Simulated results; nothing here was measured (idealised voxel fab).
Proc. module: voxel plated lines
The cross-section shown here is cut; it is 295 nm wide and divided into square cells measuring 5 nm on a side.
Just so we're on the same page, the cross-sections are grids of square cells, and they're listed out in bands top to bottom, each band one or more rows deep. A band entry consists of two parts. The first gives the height of the band's top and the height of its bottom, in nm. The rest lists the band's materials from left to right, each with its width in nm. A single material labelled with the word "full width" fills the band from edge to edge, and the word "blank" marks empty space. Heights from 0 (as-received wafer is one material below). Bottom band endless downward, as "z 0 and below". Note: "30->40" means the width goes from the first number (top row of the band) to the second number (bottom row) in equal steps per row of cells. "no modifications" means the step left every cell of the cross-section as it was. The entry titled "Voids, enclosed" provides the empty spaces that have no open way to the top, restricted to those of 8 cells or more. Each is presented as width x height at distance, the distance being measured from the left edge, with all three in nm. Whatever follows a step's settings on its line is a remark the simulator itself makes about that step. Steps that use a mask can have "overlay nm" on their line. It says how far the mask sat to the right of where it was meant to be. Negative means to the left.

## Planned step list for the process
step 1: RECEIVE [material Si]
step 2: CONFORMAL_DEP [material Al2O3] [thk nm 15]
step 3: DIRECTIONAL_DEP [material TiN] [thk nm 5]
step 4: PATTERN [tone open] [mask id LINES] [material resist] [width nm 30] [pitch nm 55] [thk nm 20] [overlay nm 0]
step 5: EPI [material Ru] [thk nm 5]
step 6: STRIP [etch materials resist]
step 7: DIRECTIONAL_ETCH [etch materials TiN] [depth nm 5]
step 8: CONFORMAL_DEP [material SiN] [thk nm 10]

## The cross-section here shows the wafer as received, i.e. in its state after step 1
    z 0 and below = Si full width
    Voids, enclosed: none

## Here's the wafer cut in cross-section after the module, started and planned just like above, except one thing was done wrong in the run
    z 30 to 20 = SiN full width
    z 20 to 5 = Al2O3 full width
    z 5 to 0 = TiN full width
    z 0 and below = Si full width
    Voids, enclosed: none
So what did we get wrong on this run? steps 2 and 3 were swapped
